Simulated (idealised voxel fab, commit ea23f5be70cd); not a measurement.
The following process module bears the name voxel quadruple lines.
Square cells of 5 nm make up the cross-section cut, whose width is 265 nm.
Just so we're on the same page, the cross-sections are grids of square cells, and they're listed out in bands top to bottom, each band one or more rows deep.
Band: top height; bottom height; in nm. Then, left to right: material with width in nm, for each material. "all across": a single material spanning edge to edge. "blank": empty space.
Heights are expressed relative to 0, this being the level below which the as-received wafer comprises one material exclusively. The lowest band is unbounded in the downward direction and is denoted as in "top 0, no bottom".
The two numbers in a width such as "30 to 40" mark its ends across the band: the first belongs to the top row of cells, the second to the bottom row, and from each row to the next the width moves by the same amount.
Step marked "everything unchanged"? Then no cell in the cross-section changed in it.
Under "Enclosed void inventory" you'll find the enclosed gaps, the ones with no way out to the top, that are 8 cells or bigger; each reads width x height at distance, with distance counted from the left edge, everything in nm.
What comes after the settings on a step's line is commentary from the simulator itself on that step.
overlay nm: right-of-plan distance of the mask on a masked step; negative values mean left-of-plan.
### The planned process steps are enumerated hereunder
- 1: RECEIVE (material Si)
- 2: CONFORMAL_DEP (material SiO2; thk nm 10)
- 3: DIRECTIONAL_DEP (material Ru; thk nm 15)
- 4: DIRECTIONAL_DEP (material polySi; thk nm 20)
- 5: DIRECTIONAL_DEP (material aC; thk nm 25)
- 6: PATTERN (tone cover; mask id MANDREL; material resist; width nm 25; thk nm 35; overlay nm 0)
- 7: DIRECTIONAL_ETCH (etch materials aC; depth nm 25)
- 8: STRIP (etch materials resist)
- 9: CONFORMAL_DEP (material SiO2; thk nm 15)
- 10: DIRECTIONAL_ETCH (etch materials SiO2; depth nm 15)
- 11: STRIP (etch materials aC)
- 12: DIRECTIONAL_ETCH (etch materials polySi; depth nm 20)
- 13: STRIP (etch materials SiO2)
- 14: CONFORMAL_DEP (material SiN; thk nm 5)
- 15: DIRECTIONAL_ETCH (etch materials SiN; depth nm 5)
- 16: STRIP (etch materials polySi)
- 17: DIRECTIONAL_ETCH (etch materials Ru; depth nm 15)
- 18: STRIP (etch materials SiN)
### As-received state of the wafer in cross-section, equivalent to post-step 1
top 0, no bottom  Si all across
Enclosed void inventory: none
### Wafer cross-section at end of module: start and plan as shown above, one execution error
top 40, bottom 25  100 nm blank, then 5 nm Ru, then 15 nm blank, then 5 nm Ru, then 15 nm blank, then 5 nm Ru, then 15 nm blank, then 5 nm Ru, then 100 nm blank
top 25, bottom 10  Ru all across
top 10, bottom 0  SiO2 all across
top 0, no bottom  Si all across
Enclosed void inventory: none
Deviation from plan: twice over, step 3 of the plan was run
